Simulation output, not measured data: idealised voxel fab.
process module | voxel wiring stack
cross-section cut | 280 nm wide | cells 5 nm
A cross-section is a grid of square cells, given in bands from the top down. A band is one or more rows of cells.
Each band's line starts with the height of the band's top and of its bottom, in nm. Then come its materials from left to right, each with its width in nm. One material with "throughout" fills the band from edge to edge. "air" is empty space.
Height 0 is the level under which the wafer as received is all one material. The lowest band goes on downwards, as in "0 down".
A width such as "30 to 40" changes by the same amount from each row of cells to the next, from the band's top row to its bottom row.
"no change" after a step means that no cell of the cross-section changed.
closed voids: empty space of 8 cells or more with no open way to the top, each as width x height at its distance from the left edge, in nm
after a step's settings: what the simulator itself notes on the step
overlay nm, on a step with a mask: how far to the right of its planned place the mask lay; to the left if negative
plan
1 op RECEIVE | material Si
2 op CONFORMAL_DEP | material SiO2 | thk nm 10
3 op CONFORMAL_DEP | material SiN | thk nm 5
4 op DIRECTIONAL_DEP | material lowk | thk nm 15
5 op DIRECTIONAL_DEP | material aC | thk nm 10
6 op PATTERN | tone open | mask id METAL_1 | material resist | width nm 25 | pitch nm 40 | thk nm 30 | overlay nm 0
7 op DIRECTIONAL_ETCH | etch materials aC | depth nm 10
8 op STRIP | etch materials resist
9 op DIRECTIONAL_ETCH | etch materials lowk | depth nm 15
10 op DIRECTIONAL_ETCH | etch materials SiN | depth nm 5
11 op STRIP | etch materials aC
12 op CONFORMAL_DEP | material TiN | thk nm 5
13 op FILL_DEP | material Cu | thk nm 5
14 op CMP | height nm 30
15 op CONFORMAL_DEP | material SiCN | thk nm 5
16 op DIRECTIONAL_DEP | material lowk | thk nm 20
17 op DIRECTIONAL_DEP | material aC | thk nm 15
18 op PATTERN | tone open | mask id PLUG_1 | material resist | width nm 15 | pitch nm 40 | thk nm 35 | overlay nm 0
19 op DIRECTIONAL_ETCH | etch materials aC | depth nm 15
20 op STRIP | etch materials resist
21 op DIRECTIONAL_ETCH | etch materials lowk | depth nm 20
22 op DIRECTIONAL_ETCH | etch materials SiCN | depth nm 5
23 op STRIP | etch materials aC
24 op CONFORMAL_DEP | material TiN | thk nm 5
25 op FILL_DEP | material Ru | thk nm 5
26 op CMP | height nm 55
27 op CONFORMAL_DEP | material SiCN | thk nm 5
28 op DIRECTIONAL_DEP | material lowk | thk nm 25
29 op MASKED_ETCH | tone open | mask id METAL_2 | width nm 25 | pitch nm 40 | etch materials lowk | depth nm 25 | overlay nm 0
30 op MASKED_ETCH | tone open | mask id METAL_2 | width nm 25 | pitch nm 40 | etch materials SiCN | depth nm 5 | overlay nm 0
31 op CONFORMAL_DEP | material TiN | thk nm 5
32 op FILL_DEP | material Cu | thk nm 5
33 op CMP | height nm 85
34 op CONFORMAL_DEP | material SiN | thk nm 5
as received, after step 1
  0 down: Si throughout
  closed voids: none
a wafer at the end: this start, this plan, one mistake
  90 to 85: SiN throughout
  85 to 60: lowk 105 | TiN 5 | Cu 15 | TiN 5 | lowk 15 | TiN 5 | Cu 15 | TiN 5 | lowk 110
  60 to 55: SiCN 105 | TiN 25 | SiCN 15 | TiN 25 | SiCN 110
  55 to 35: lowk 105 | TiN 5 | Ru 5 | TiN 5 | lowk 25 | TiN 5 | Ru 5 | TiN 5 | lowk 120
  35 to 30: SiCN 105 | TiN 15 | SiCN 25 | TiN 15 | SiCN 120
  30 to 15: lowk 110 | TiN 5 | Cu 5 | TiN 5 | lowk 25 | TiN 5 | Cu 5 | TiN 5 | lowk 115
  15 to 10: SiN 110 | TiN 15 | SiN 25 | TiN 15 | SiN 115
  10 to 0: SiO2 throughout
  0 down: Si throughout
  closed voids: none
what went wrong: step 6 ran as: op PATTERN | tone open | mask id METAL_1 | material resist | width nm 15 | pitch nm 40 | thk nm 30 | overlay nm 0
